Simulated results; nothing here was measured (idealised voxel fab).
process module | voxel ribs on slabs
cross-section cut | 195 nm wide | cells 5 nm
A cross-section is a grid of square cells, given in bands from the top down. A band is one or more rows of cells.
Each band's line starts with the height of the band's top and of its bottom, in nm. Then come its materials from left to right, each with its width in nm. One material with "throughout" fills the band from edge to edge. "air" is empty space.
Height 0 is the level under which the wafer as received is all one material. The lowest band goes on downwards, as in "0 down".
A width such as "30 to 40" changes by the same amount from each row of cells to the next, from the band's top row to its bottom row.
"no change" after a step means that no cell of the cross-section changed.
closed voids: empty space of 8 cells or more with no open way to the top, each as width x height at its distance from the left edge, in nm
after a step's settings: what the simulator itself notes on the step
overlay nm, on a step with a mask: how far to the right of its planned place the mask lay; to the left if negative
plan
1 op RECEIVE | material Si
2 op DIRECTIONAL_DEP | material SiO2 | thk nm 25
3 op DIRECTIONAL_DEP | material polySi | thk nm 20
4 op MASKED_ETCH | tone cover | mask id RIB | width nm 15 | etch materials polySi | depth nm 15 | overlay nm 0
5 op DIRECTIONAL_DEP | material aC | thk nm 15
6 op PATTERN | tone cover | mask id SLAB | material resist | width nm 65 | thk nm 35 | overlay nm 0
7 op DIRECTIONAL_ETCH | etch materials aC | depth nm 15
8 op STRIP | etch materials resist
9 op DIRECTIONAL_ETCH | etch materials polySi | depth nm 5
10 op STRIP | etch materials aC
11 op FILL_DEP | material SiO2 | thk nm 20
12 op CMP | height nm 55
13 op DIRECTIONAL_DEP | material TiN | thk nm 5
14 op PATTERN | tone cover | mask id HEATER | material resist | width nm 25 | thk nm 20 | overlay nm 0
15 op DIRECTIONAL_ETCH | etch materials TiN | depth nm 5
16 op STRIP | etch materials resist
17 op CONFORMAL_DEP | material SiN | thk nm 5
as received, after step 1
  0 down: Si throughout
  closed voids: none
first wafer at the end, as planned
  65 to 60: air 80 | SiN 35 | air 80
  60 to 55: SiN 85 | TiN 25 | SiN 85
  55 to 45: SiO2 throughout
  45 to 30: SiO2 90 | polySi 15 | SiO2 90
  30 to 25: SiO2 65 | polySi 65 | SiO2 65
  25 to 0: SiO2 throughout
  0 down: Si throughout
  closed voids: none
second wafer at the end: like start, like plan, one mistake
  65 to 60: air 80 | SiN 35 | air 80
  60 to 55: SiN 85 | TiN 25 | SiN 85
  55 to 45: SiO2 90 to 65 | polySi 15 to 65 | SiO2 90 to 65
  45 to 25: polySi throughout
  25 to 0: SiO2 throughout
  0 down: Si throughout
  closed voids: none
what went wrong: step 3 was run twice
at the end the second wafer has, in cells: 150 fewer of SiO2 | 150 more of polySi
